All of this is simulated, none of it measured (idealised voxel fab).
voxel tone inversion: a process module
cross-section cut | 150 nm wide | cells 5 nm
Cross-section layout: square cells on a grid; listed as bands, top to bottom; a band spans one or more cell rows. Each band's line starts with the height of the band's top and of its bottom, in nm. Then come its materials from left to right, each with its width in nm. One material with "all across" fills the band from edge to edge. "air" is empty space. Heights from 0 (as-received wafer is one material below). Bottom band endless downward, as "0 -> down". With a width like "30..40", each row of cells in the band differs from the next by the same amount, the top row carrying the first number and the bottom row the second. The cross-section has no changed cell in any step marked "no change occurred". Each empty space that has no open way to the top and spans at least 8 cells appears under "Enclosed empty spaces" as width x height at distance, the distance counted from the left edge, all in nm. It should be noted that, on the line of a given step, the content following the step's settings is a remark produced by the simulator itself with respect to that step. Regarding "overlay nm": on a step with a mask, it is the distance the mask lay to the right of its planned place; a negative value places it to the left.
**Steps planned for the process**
- 1: RECEIVE,material Si
- 2: CONFORMAL_DEP,material SiN,thk nm 10
- 3: DIRECTIONAL_DEP,material aC,thk nm 25
- 4: PATTERN,tone cover,mask id POSTS,material resist,width nm 15,pitch nm 45,thk nm 30,overlay nm 0
- 5: DIRECTIONAL_ETCH,etch materials aC,depth nm 25
- 6: STRIP,etch materials resist
- 7: FILL_DEP,material SiO2,thk nm 5
- 8: CMP,height nm 35
- 9: STRIP,etch materials aC
- 10: CONFORMAL_DEP,material TiN,thk nm 5
- 11: FILL_DEP,material W,thk nm 5
- 12: CMP,height nm 35
- 13: CONFORMAL_DEP,material SiCN,thk nm 5
**The first of a set of two wafers, run to plan**
**As-received wafer cross-section (after step 1)**
  0 -> down | Si all across
  Enclosed empty spaces: none
**So this is the wafer cross-section right after step 2**
  10 -> 0 | SiN all across
  No changes below 0.
**So this is the wafer cross-section right after step 3**
  35 -> 10 | aC all across
  No changes below 10.
**So this is the wafer cross-section right after step 4**
  65 -> 35 | 20 of air | 15 of resist | 30 of air | 15 of resist | 30 of air | 15 of resist | 25 of air
  No changes below 35.
**So this is the wafer cross-section right after step 5**
  40 -> 35 | 20 of air | 15 of resist | 30 of air | 15 of resist | 30 of air | 15 of resist | 25 of air
  35 -> 10 | 20 of air | 15 of aC | 30 of air | 15 of aC | 30 of air | 15 of aC | 25 of air
  No changes below 10.
**So this is the wafer cross-section right after step 6**
  35 -> 10 | 20 of air | 15 of aC | 30 of air | 15 of aC | 30 of air | 15 of aC | 25 of air
  No changes below 10.
**So this is the wafer cross-section right after step 7**
  40 -> 35 | SiO2 all across
  35 -> 10 | 20 of SiO2 | 15 of aC | 30 of SiO2 | 15 of aC | 30 of SiO2 | 15 of aC | 25 of SiO2
  No changes below 10.
**So this is the wafer cross-section right after step 8**
  35 -> 10 | 20 of SiO2 | 15 of aC | 30 of SiO2 | 15 of aC | 30 of SiO2 | 15 of aC | 25 of SiO2
  No changes below 10.
**So this is the wafer cross-section right after step 9**
  35 -> 10 | 20 of SiO2 | 15 of air | 30 of SiO2 | 15 of air | 30 of SiO2 | 15 of air | 25 of SiO2
  No changes below 10.
**So this is the wafer cross-section right after step 10**
  40 -> 35 | 25 of TiN | 5 of air | 40 of TiN | 5 of air | 40 of TiN | 5 of air | 30 of TiN
  35 -> 15 | 20 of SiO2 | 5 of TiN | 5 of air | 5 of TiN | 30 of SiO2 | 5 of TiN | 5 of air | 5 of TiN | 30 of SiO2 | 5 of TiN | 5 of air | 5 of TiN | 25 of SiO2
  15 -> 10 | 20 of SiO2 | 15 of TiN | 30 of SiO2 | 15 of TiN | 30 of SiO2 | 15 of TiN | 25 of SiO2
  No changes below 10.
**So this is the wafer cross-section right after step 11**
  45 -> 40 | W all across
  40 -> 35 | 25 of TiN | 5 of W | 40 of TiN | 5 of W | 40 of TiN | 5 of W | 30 of TiN
  35 -> 15 | 20 of SiO2 | 5 of TiN | 5 of W | 5 of TiN | 30 of SiO2 | 5 of TiN | 5 of W | 5 of TiN | 30 of SiO2 | 5 of TiN | 5 of W | 5 of TiN | 25 of SiO2
  No changes below 15.
**So this is the wafer cross-section right after step 12**
  35 -> 15 | 20 of SiO2 | 5 of TiN | 5 of W | 5 of TiN | 30 of SiO2 | 5 of TiN | 5 of W | 5 of TiN | 30 of SiO2 | 5 of TiN | 5 of W | 5 of TiN | 25 of SiO2
  No changes below 15.
**So this is the wafer cross-section right after step 13**
  40 -> 35 | SiCN all across
  No changes below 35.
**Wafer two: like wafer one in start and plan, but with one mistake in execution; identical up to and including step 3**
**Cross-section of the second wafer when, according to plan, step 4 should have finished**
  65 -> 35 | 15 of air | 15 of resist | 30 of air | 15 of resist | 30 of air | 15 of resist | 30 of air
  No changes below 35.
**Cross-section of the second wafer when, according to plan, step 5 should have finished**
  40 -> 35 | 15 of air | 15 of resist | 30 of air | 15 of resist | 30 of air | 15 of resist | 30 of air
  35 -> 10 | 15 of air | 15 of aC | 30 of air | 15 of aC | 30 of air | 15 of aC | 30 of air
  No changes below 10.
**Cross-section of the second wafer when, according to plan, step 6 should have finished**
  35 -> 10 | 15 of air | 15 of aC | 30 of air | 15 of aC | 30 of air | 15 of aC | 30 of air
  No changes below 10.
**Cross-section of the second wafer when, according to plan, step 7 should have finished**
  40 -> 35 | SiO2 all across
  35 -> 10 | 15 of SiO2 | 15 of aC | 30 of SiO2 | 15 of aC | 30 of SiO2 | 15 of aC | 30 of SiO2
  No changes below 10.
**Cross-section of the second wafer when, according to plan, step 8 should have finished**
  35 -> 10 | 15 of SiO2 | 15 of aC | 30 of SiO2 | 15 of aC | 30 of SiO2 | 15 of aC | 30 of SiO2
  No changes below 10.
**Cross-section of the second wafer when, according to plan, step 9 should have finished**
  35 -> 10 | 15 of SiO2 | 15 of air | 30 of SiO2 | 15 of air | 30 of SiO2 | 15 of air | 30 of SiO2
  No changes below 10.
**Cross-section of the second wafer when, according to plan, step 10 should have finished**
  40 -> 35 | 20 of TiN | 5 of air | 40 of TiN | 5 of air | 40 of TiN | 5 of air | 35 of TiN
  35 -> 15 | 15 of SiO2 | 5 of TiN | 5 of air | 5 of TiN | 30 of SiO2 | 5 of TiN | 5 of air | 5 of TiN | 30 of SiO2 | 5 of TiN | 5 of air | 5 of TiN | 30 of SiO2
  15 -> 10 | 15 of SiO2 | 15 of TiN | 30 of SiO2 | 15 of TiN | 30 of SiO2 | 15 of TiN | 30 of SiO2
  No changes below 10.
**Cross-section of the second wafer when, according to plan, step 11 should have finished**
  45 -> 40 | W all across
  40 -> 35 | 20 of TiN | 5 of W | 40 of TiN | 5 of W | 40 of TiN | 5 of W | 35 of TiN
  35 -> 15 | 15 of SiO2 | 5 of TiN | 5 of W | 5 of TiN | 30 of SiO2 | 5 of TiN | 5 of W | 5 of TiN | 30 of SiO2 | 5 of TiN | 5 of W | 5 of TiN | 30 of SiO2
  No changes below 15.
**Cross-section of the second wafer when, according to plan, step 12 should have finished**
  35 -> 15 | 15 of SiO2 | 5 of TiN | 5 of W | 5 of TiN | 30 of SiO2 | 5 of TiN | 5 of W | 5 of TiN | 30 of SiO2 | 5 of TiN | 5 of W | 5 of TiN | 30 of SiO2
  No changes below 15.
**Cross-section of the second wafer when, according to plan, step 13 should have finished**
  40 -> 35 | SiCN all across
  No changes below 35.
What broke from the plan during processing? step 4 deviated from plan and actually ran as PATTERN,tone cover,mask id POSTS,material resist,width nm 15,pitch nm 45,thk nm 30,overlay nm -5
At the end, the second wafer has the same number of cells of each material as the first, but those cells sit in other places.
